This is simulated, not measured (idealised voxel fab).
Process module, titled voxel self aligned vias
Displayed cross-section: cut, width of 165 nm, square cells sized 5 nm.
Just so we're on the same page, the cross-sections are grids of square cells, and they're listed out in bands top to bottom, each band one or more rows deep.
Read a band's entry like this: the first values are the height of its top and the height of its bottom in nm, and what follows is the sequence of materials from left to right, each with its width in nm. Note that "empty" is empty space, and that a single material marked "throughout" reaches across the band from edge to edge.
Basically, 0 is our baseline, since under it the wafer straight out of the box is all one material. The bottom band has no lower end and keeps on going down, so it looks like "0 and below".
Think of "30->40" as a width that walks from the first number to the second as you go down the band, top row to bottom row, taking equal-sized steps from row to row.
The designation "no alteration", where it is given for a processing step, indicates that no cell of the cross-section was altered in the course of that step.
Look at "Fully closed voids" for the closed voids: empty spaces with no open path to the top, sized 8 cells or up. Each is width x height at distance, distance from the left edge, all nm.
after a step's settings: what the simulator itself notes on the step
You can add "overlay nm" to a step's line. For a step with a mask, it describes how far the mask lay to the right of its planned position, and a negative number describes a lay to the left.

The steps planned for the process are as follows
1 op RECEIVE | material Si
2 op CONFORMAL_DEP | material SiO2 | thk nm 15
3 op CONFORMAL_DEP | material SiCN | thk nm 5
4 op DIRECTIONAL_DEP | material SiO2 | thk nm 20
5 op MASKED_ETCH | tone open | mask id LINES | width nm 20 | pitch nm 55 | etch materials SiO2 | depth nm 20 | overlay nm 0
6 op CONFORMAL_DEP | material TiN | thk nm 5
7 op FILL_DEP | material Ru | thk nm 5
8 op CMP | height nm 40
9 op SELECTIVE_ETCH | etch materials W Ru TiN | depth nm 5
10 op FILL_DEP | material SiN | thk nm 10
11 op CMP | height nm 40
12 op DIRECTIONAL_DEP | material SiO2 | thk nm 20
13 op DIRECTIONAL_DEP | material aC | thk nm 10
14 op PATTERN | tone open | mask id VIAS | material resist | width nm 30 | thk nm 30 | overlay nm 0
15 op DIRECTIONAL_ETCH | etch materials aC | depth nm 10
16 op STRIP | etch materials resist
17 op DIRECTIONAL_ETCH | etch materials SiO2 | depth nm 20
18 op DIRECTIONAL_ETCH | etch materials SiN | depth nm 5
19 op STRIP | etch materials aC
20 op CONFORMAL_DEP | material TiN | thk nm 5
21 op FILL_DEP | material Cu | thk nm 5
22 op CMP | height nm 60
23 op CONFORMAL_DEP | material SiCN | thk nm 5

Here's what the wafer looked like in cross-section when it arrived - that's after step 1
  0 and below | Si throughout
  Fully closed voids: none

Starting wafer: above. Plan: above. Run: one mistake. Cross-section after the module: below
  65 down to 60 | SiCN throughout
  60 down to 45 | 40 nm SiO2; 5 nm TiN; 20 nm Cu; 5 nm TiN; 95 nm SiO2
  45 down to 40 | 40 nm SiO2; 15 nm TiN; 10 nm Cu; 5 nm TiN; 95 nm SiO2
  40 down to 35 | 50 nm SiO2; 20 nm TiN; 35 nm SiO2; 20 nm SiN; 40 nm SiO2
  35 down to 25 | 50 nm SiO2; 5 nm TiN; 10 nm Ru; 5 nm TiN; 35 nm SiO2; 5 nm TiN; 10 nm Ru; 5 nm TiN; 40 nm SiO2
  25 down to 20 | 50 nm SiO2; 20 nm TiN; 35 nm SiO2; 20 nm TiN; 40 nm SiO2
  20 down to 15 | SiCN throughout
  15 down to 0 | SiO2 throughout
  0 and below | Si throughout
  Fully closed voids: none
Against the plan, the run slipped here: step 5 deviated from plan and actually ran as op MASKED_ETCH | tone open | mask id LINES | width nm 20 | pitch nm 55 | etch materials SiO2 | depth nm 20 | overlay nm 5
